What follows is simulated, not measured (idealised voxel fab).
The name of this process module is voxel ribs on slabs.
FYI the section here is cut, 145 nm wide, cells are 5 nm squares.
Just so we're on the same page, the cross-sections are grids of square cells, and they're listed out in bands top to bottom, each band one or more rows deep. Basically the band line says how high the top is and how high the bottom is, in nm, and then what's in it from left to right, every material with its width in nm. Empty space shows up as "air", and if a single material carries "all across" it runs the full band edge to edge. Measure heights from 0. That's the level where, below it, the as-received wafer is all one material. The lowest band is bottomless and extends downward; write it as in "0 nm and below". Width "30 to 40": first value at the band's top row of cells, second value at its bottom row, equal change from row to row. Basically "no alterations made" means that step didn't change any cell in the cross-section. "Fully enclosed voids" means: voids of 8 cells or more that are shut off from the top with no open way through. Written width x height at distance, distance from the left edge, in nm. after a step's settings: what the simulator itself notes on the step. overlay nm: for a step with a mask, the amount by which the mask lay right of where it was planned; a negative amount means left of it.

[Steps planned for the process]
1: RECEIVE [material Si]
2: DIRECTIONAL_DEP [material SiO2] [thk nm 25]
3: DIRECTIONAL_DEP [material polySi] [thk nm 15]
4: DIRECTIONAL_DEP [material aC] [thk nm 15]
5: PATTERN [tone cover] [mask id RIB] [material resist] [width nm 25] [thk nm 35] [overlay nm 0]
6: DIRECTIONAL_ETCH [etch materials aC] [depth nm 15]
7: STRIP [etch materials resist]
8: DIRECTIONAL_ETCH [etch materials polySi] [depth nm 10]
9: STRIP [etch materials aC]
10: PATTERN [tone cover] [mask id SLAB] [material resist] [width nm 55] [thk nm 15] [overlay nm 0]
11: DIRECTIONAL_ETCH [etch materials polySi] [depth nm 5]
12: STRIP [etch materials resist]
13: FILL_DEP [material SiO2] [thk nm 25]
14: CMP [height nm 55]
15: DIRECTIONAL_DEP [material TiN] [thk nm 5]
16: DIRECTIONAL_DEP [material aC] [thk nm 10]
17: PATTERN [tone cover] [mask id HEATER] [material resist] [width nm 35] [thk nm 25] [overlay nm 0]
18: DIRECTIONAL_ETCH [etch materials aC] [depth nm 10]
19: STRIP [etch materials resist]
20: DIRECTIONAL_ETCH [etch materials TiN] [depth nm 5]
21: STRIP [etch materials aC]
22: CONFORMAL_DEP [material SiN] [thk nm 10]

[Here's what the wafer looked like in cross-section when it arrived - that's after step 1]
> 0 nm and below: Si all across
> Fully enclosed voids: none

[One mistake in running the module, otherwise start and plan as above: cross-section at the end]
> 65 nm to 60 nm: air (45), then SiN (55), then air (45)
> 60 nm to 55 nm: SiN all across
> 55 nm to 50 nm: SiN (55), then TiN (35), then SiN (55)
> 50 nm to 40 nm: SiO2 all across
> 40 nm to 30 nm: SiO2 (60), then polySi (25), then SiO2 (60)
> 30 nm to 25 nm: SiO2 (45), then polySi (55), then SiO2 (45)
> 25 nm to 0 nm: SiO2 all across
> 0 nm and below: Si all across
> Fully enclosed voids: none
Diagnosis: step 14 went in with a setting other than planned; the actual run was CMP [height nm 50]
